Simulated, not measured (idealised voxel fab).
process module | voxel tone inversion
cross-section cut | 265 nm wide | cells 5 nm
A cross-section is a grid of square cells, given in bands from the top down. A band is one or more rows of cells.
Each band's line starts with the height of the band's top and of its bottom, in nm. Then come its materials from left to right, each with its width in nm. One material with "throughout" fills the band from edge to edge. "air" is empty space.
Height 0 is the level under which the wafer as received is all one material. The lowest band goes on downwards, as in "0 down".
A width such as "30 to 40" changes by the same amount from each row of cells to the next, from the band's top row to its bottom row.
"no change" after a step means that no cell of the cross-section changed.
closed voids: empty space of 8 cells or more with no open way to the top, each as width x height at its distance from the left edge, in nm
after a step's settings: what the simulator itself notes on the step
overlay nm, on a step with a mask: how far to the right of its planned place the mask lay; to the left if negative
plan
1 op RECEIVE | material Si
2 op CONFORMAL_DEP | material SiCN | thk nm 10
3 op DIRECTIONAL_DEP | material polySi | thk nm 25
4 op PATTERN | tone cover | mask id POSTS | material resist | width nm 25 | pitch nm 40 | thk nm 35 | overlay nm 0
5 op DIRECTIONAL_ETCH | etch materials polySi | depth nm 25
6 op STRIP | etch materials resist
7 op FILL_DEP | material SiO2 | thk nm 10
8 op CMP | height nm 35
9 op STRIP | etch materials polySi
as received, after step 1
  0 down: Si throughout
  closed voids: none
first wafer at the end, as planned
  35 to 10: SiO2 80 | air 25 | SiO2 15 | air 25 | SiO2 15 | air 25 | SiO2 80
  10 to 0: SiCN throughout
  0 down: Si throughout
  closed voids: none
second wafer at the end: like start, like plan, one mistake
  35 to 10: SiO2 85 | air 25 | SiO2 15 | air 25 | SiO2 15 | air 25 | SiO2 75
  10 to 0: SiCN throughout
  0 down: Si throughout
  closed voids: none
what went wrong: step 4 ran as: op PATTERN | tone cover | mask id POSTS | material resist | width nm 25 | pitch nm 40 | thk nm 35 | overlay nm 5
at the end the second wafer has, in cells: as many of each material as the first, in other places
